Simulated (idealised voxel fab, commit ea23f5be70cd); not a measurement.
The following is a process module called voxel transistor to metal.
Pictured: cross-section cut, 205 nm wide, on a grid of 5 nm square cells.
This document writes a cross-section as a grid whose cells are square, and gives it as bands, listed from the top down; one or more rows of cells form a band.
The entry gives the band's vertical extent as a top height and a bottom height in nm, then its horizontal make-up as materials from left to right, each with a width in nm. "blank" stands for empty space; a single material marked "edge to edge" fills the band edge to edge.
Heads up on the height convention: 0 is the point under which the incoming wafer is all one material, and the lowest band has no bottom, it just keeps going down, like "0 down".
When a width is written as two numbers, as in "30 to 40", the first number is the width in the top row of cells of the band and the second is the width in its bottom row, and the width changes by the same amount from each row to the next.
"remains unaltered" (step): cross-section cells unchanged, all of them.
"Enclosed cavities" - sealed voids, min. 8 cells, no opening to top; format: width x height at distance (distance from left edge; nm throughout).
The remark found on a step's line after its settings is issued by the simulator itself and pertains to that step.
"overlay nm" on a masked step: distance the mask lay right of its planned place, negative for left.
Structure of the following material. The material consists of pairs of cross-sections. Each pair comprises the cross-section before one process step and the cross-section after that step, the latter shown only down to the lowest band that changed. The step between the cross-sections is specified beneath each pair, including its settings. Pairs are not necessarily consecutive: they may derive from different runs of this module performed on the same starting wafer. Continuity with the pair above is to be assumed only where the entry headed "Pre-process state" of the pair in question states it.

Pre-process state
  50 to 40  SiO2 edge to edge
  40 to 30  90 nm SiCN / 10 nm SiN / 5 nm SiO2 / 10 nm SiN / 90 nm SiCN
  30 to 25  50 nm polySi / 40 nm SiCN / 10 nm SiN / 5 nm SiO2 / 10 nm SiN / 40 nm SiCN / 50 nm polySi
  25 to 5  90 nm polySi / 10 nm SiN / 5 nm SiO2 / 10 nm SiN / 90 nm polySi
  5 to 0  50 nm SiO2 / 40 nm polySi / 10 nm SiN / 5 nm SiO2 / 10 nm SiN / 40 nm polySi / 50 nm SiO2
  0 to -5  100 nm SiO2 / 5 nm SiGe / 100 nm SiO2
  -5 to -25  55 nm SiO2 / 95 nm Si / 55 nm SiO2
  -25 down  Si edge to edge
  Enclosed cavities: none

After
  65 to 50  60 nm resist / 25 nm blank / 35 nm resist / 25 nm blank / 60 nm resist
  Unchanged below 50.
  Enclosed cavities: none
What was done to get from the before section above to the after section? PATTERN | tone open | mask id CONTACT | material resist | width nm 25 | pitch nm 60 | thk nm 15 | overlay nm 0

Pre-process state: Please consult the pair immediately above; the cross-section it shows after its step is the state before this step.

After
  65 to 50  60 nm resist / 25 nm blank / 35 nm resist / 25 nm blank / 60 nm resist
  50 to 40  60 nm SiO2 / 25 nm blank / 35 nm SiO2 / 25 nm blank / 60 nm SiO2
  Unchanged below 40.
  Enclosed cavities: none
What was done to get from the before section above to the after section? DIRECTIONAL_ETCH | etch materials SiO2 | depth nm 50

Pre-process state: Please consult the pair immediately above; the cross-section it shows after its step is the state before this step.

After
  50 to 40  60 nm SiO2 / 25 nm blank / 35 nm SiO2 / 25 nm blank / 60 nm SiO2
  Unchanged below 40.
  Enclosed cavities: none
What was done to get from the before section above to the after section? STRIP | etch materials resist

Pre-process state: Please consult the pair immediately above; the cross-section it shows after its step is the state before this step.

After
  55 to 50  65 nm TiN / 15 nm blank / 45 nm TiN / 15 nm blank / 65 nm TiN
  50 to 45  60 nm SiO2 / 5 nm TiN / 15 nm blank / 5 nm TiN / 35 nm SiO2 / 5 nm TiN / 15 nm blank / 5 nm TiN / 60 nm SiO2
  45 to 40  60 nm SiO2 / 25 nm TiN / 35 nm SiO2 / 25 nm TiN / 60 nm SiO2
  Unchanged below 40.
  Enclosed cavities: none
What was done to get from the before section above to the after section? CONFORMAL_DEP | material TiN | thk nm 5

Pre-process state: Please consult the pair immediately above; the cross-section it shows after its step is the state before this step.

After
  65 to 55  Ru edge to edge
  55 to 50  65 nm TiN / 15 nm Ru / 45 nm TiN / 15 nm Ru / 65 nm TiN
  50 to 45  60 nm SiO2 / 5 nm TiN / 15 nm Ru / 5 nm TiN / 35 nm SiO2 / 5 nm TiN / 15 nm Ru / 5 nm TiN / 60 nm SiO2
  Unchanged below 45.
  Enclosed cavities: none
What was done to get from the before section above to the after section? FILL_DEP | material Ru | thk nm 10

Pre-process state: Please consult the pair immediately above; the cross-section it shows after its step is the state before this step.

After
  50 to 45  60 nm SiO2 / 5 nm TiN / 15 nm Ru / 5 nm TiN / 35 nm SiO2 / 5 nm TiN / 15 nm Ru / 5 nm TiN / 60 nm SiO2
  Unchanged below 45.
  Enclosed cavities: none
What was done to get from the before section above to the after section? CMP | height nm 50

Pre-process state: Please consult the pair immediately above; the cross-section it shows after its step is the state before this step.

After
  55 to 50  SiN edge to edge
  Unchanged below 50.
  Enclosed cavities: none
What was done to get from the before section above to the after section? CONFORMAL_DEP | material SiN | thk nm 5

Pre-process state: Please consult the pair immediately above; the cross-section it shows after its step is the state before this step.

After
  70 to 55  SiO2 edge to edge
  Unchanged below 55.
  Enclosed cavities: none
What was done to get from the before section above to the after section? DIRECTIONAL_DEP | material SiO2 | thk nm 15

Pre-process state: Please consult the pair immediately above; the cross-section it shows after its step is the state before this step.

After
  70 to 55  60 nm SiO2 / 15 nm blank / 55 nm SiO2 / 15 nm blank / 60 nm SiO2
  Unchanged below 55.
  Enclosed cavities: none
What was done to get from the before section above to the after section? MASKED_ETCH | tone open | mask id METAL_1 | width nm 15 | pitch nm 70 | etch materials SiO2 | depth nm 15 | overlay nm 0

Pre-process state: Please consult the pair immediately above; the cross-section it shows after its step is the state before this step.

After
  70 to 55  60 nm SiO2 / 15 nm blank / 55 nm SiO2 / 15 nm blank / 60 nm SiO2
  55 to 50  60 nm SiN / 15 nm blank / 55 nm SiN / 15 nm blank / 60 nm SiN
  Unchanged below 50.
  Enclosed cavities: none
What was done to get from the before section above to the after section? MASKED_ETCH | tone open | mask id METAL_1 | width nm 15 | pitch nm 70 | etch materials SiN | depth nm 5 | overlay nm 0

Pre-process state: Please consult the pair immediately above; the cross-section it shows after its step is the state before this step.

After
  75 to 70  65 nm TiN / 5 nm blank / 65 nm TiN / 5 nm blank / 65 nm TiN
  70 to 55  60 nm SiO2 / 5 nm TiN / 5 nm blank / 5 nm TiN / 55 nm SiO2 / 5 nm TiN / 5 nm blank / 5 nm TiN / 60 nm SiO2
  55 to 50  60 nm SiN / 15 nm TiN / 55 nm SiN / 15 nm TiN / 60 nm SiN
  Unchanged below 50.
  Enclosed cavities: none
What was done to get from the before section above to the after section? CONFORMAL_DEP | material TiN | thk nm 5

Pre-process state: Please consult the pair immediately above; the cross-section it shows after its step is the state before this step.

After
  80 to 75  W edge to edge
  75 to 70  65 nm TiN / 5 nm W / 65 nm TiN / 5 nm W / 65 nm TiN
  70 to 55  60 nm SiO2 / 5 nm TiN / 5 nm W / 5 nm TiN / 55 nm SiO2 / 5 nm TiN / 5 nm W / 5 nm TiN / 60 nm SiO2
  Unchanged below 55.
  Enclosed cavities: none
What was done to get from the before section above to the after section? FILL_DEP | material W | thk nm 5

Pre-process state: Please consult the pair immediately above; the cross-section it shows after its step is the state before this step.

After
  70 to 55  60 nm SiO2 / 5 nm TiN / 5 nm W / 5 nm TiN / 55 nm SiO2 / 5 nm TiN / 5 nm W / 5 nm TiN / 60 nm SiO2
  Unchanged below 55.
  Enclosed cavities: none
What was done to get from the before section above to the after section? CMP | height nm 70

Pre-process state: Please consult the pair immediately above; the cross-section it shows after its step is the state before this step.

After
  75 to 70  SiCN edge to edge
  Unchanged below 70.
  Enclosed cavities: none
What was done to get from the before section above to the after section? CONFORMAL_DEP | material SiCN | thk nm 5
